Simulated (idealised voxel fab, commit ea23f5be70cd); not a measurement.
Process module heading - voxel tone inversion
The cross-section on display is named cut; it measures 270 nm wide, and its cells are 5 nm squares.
We lay out every cross-section as a grid of square cells and spell it out in bands from the top down, where one band means one or more rows of cells.
This entry defines a band. It first specifies the height of the band's top and the height of its bottom in nm, and then specifies the band's materials from left to right, stating each material with its width in nm. The word "full width" identifies a single material that fills the band from edge to edge, while the word "blank" identifies empty space.
For the purposes of this specification, 0 denotes the height below which the wafer in its as-received condition is composed wholly of one material, and the lowermost band, lacking a lower limit, extends downward without end, as expressed in "top 0, no bottom".
So if you see something like "30..40" for the width, read it as the top row of the band sitting at the first number and the bottom row at the second, with every row in between moving by the same amount as the last.
The cross-section has no changed cell in any step marked "nothing was modified".
Empty spaces counting at least 8 cells and having no open way to the top are listed in "Trapped voids". The notation width x height at distance is used for each, the distance being from the left edge and all three values in nm.
Formally, on a step line, whatever follows the settings is a remark that the simulator itself makes on the step.
overlay nm: mask offset rightward from planned place, masked step; negative means leftward offset.
STEPS PLANNED FOR THE PROCESS
1: RECEIVE, material Si
2: CONFORMAL_DEP, material SiN, thk nm 10
3: DIRECTIONAL_DEP, material polySi, thk nm 15
4: PATTERN, tone cover, mask id POSTS, material resist, width nm 20, pitch nm 40, thk nm 25, overlay nm 0
5: DIRECTIONAL_ETCH, etch materials polySi, depth nm 15
6: STRIP, etch materials resist
7: FILL_DEP, material lowk, thk nm 5
8: CMP, height nm 25
9: STRIP, etch materials polySi
10: CONFORMAL_DEP, material TiN, thk nm 5
11: FILL_DEP, material Ru, thk nm 10
12: CMP, height nm 25
13: CONFORMAL_DEP, material SiCN, thk nm 5
AS-RECEIVED STATE OF THE WAFER IN CROSS-SECTION, EQUIVALENT TO POST-STEP 1
	top 0, no bottom | Si full width
	Trapped voids: none
RUN AS PLANNED - FIRST OF THE TWO WAFERS CROSS-SECTIONED AT THE END OF THE MODULE
	top 30, bottom 25 | SiCN full width
	top 25, bottom 15 | lowk (85) | TiN (5) | Ru (10) | TiN (5) | lowk (20) | TiN (5) | Ru (10) | TiN (5) | lowk (20) | TiN (5) | Ru (10) | TiN (5) | lowk (85)
	top 15, bottom 10 | lowk (85) | TiN (20) | lowk (20) | TiN (20) | lowk (20) | TiN (20) | lowk (85)
	top 10, bottom 0 | SiN full width
	top 0, no bottom | Si full width
	Trapped voids: none
WHAT THE SECOND WAFER LOOKS LIKE IN CROSS-SECTION ONCE THE MODULE IS DONE. ITS START AND ITS PLAN MATCHED THE FIRST WAFER'S EXACTLY; WHAT DIFFERED WAS ONE MISTAKE IN HOW IT WAS RUN
	top 20, bottom 15 | SiCN full width
	top 15, bottom 10 | lowk (85) | TiN (20) | lowk (20) | TiN (20) | lowk (20) | TiN (20) | lowk (85)
	top 10, bottom 0 | SiN full width
	top 0, no bottom | Si full width
	Trapped voids: none
Deviation noted in wafer processing: step 12 did not use the planned setting and instead ran as CMP, height nm 15
End check, counted in cells, second wafer has more or fewer of these materials than the first: 12 fewer of Ru | 12 fewer of TiN | 84 fewer of lowk
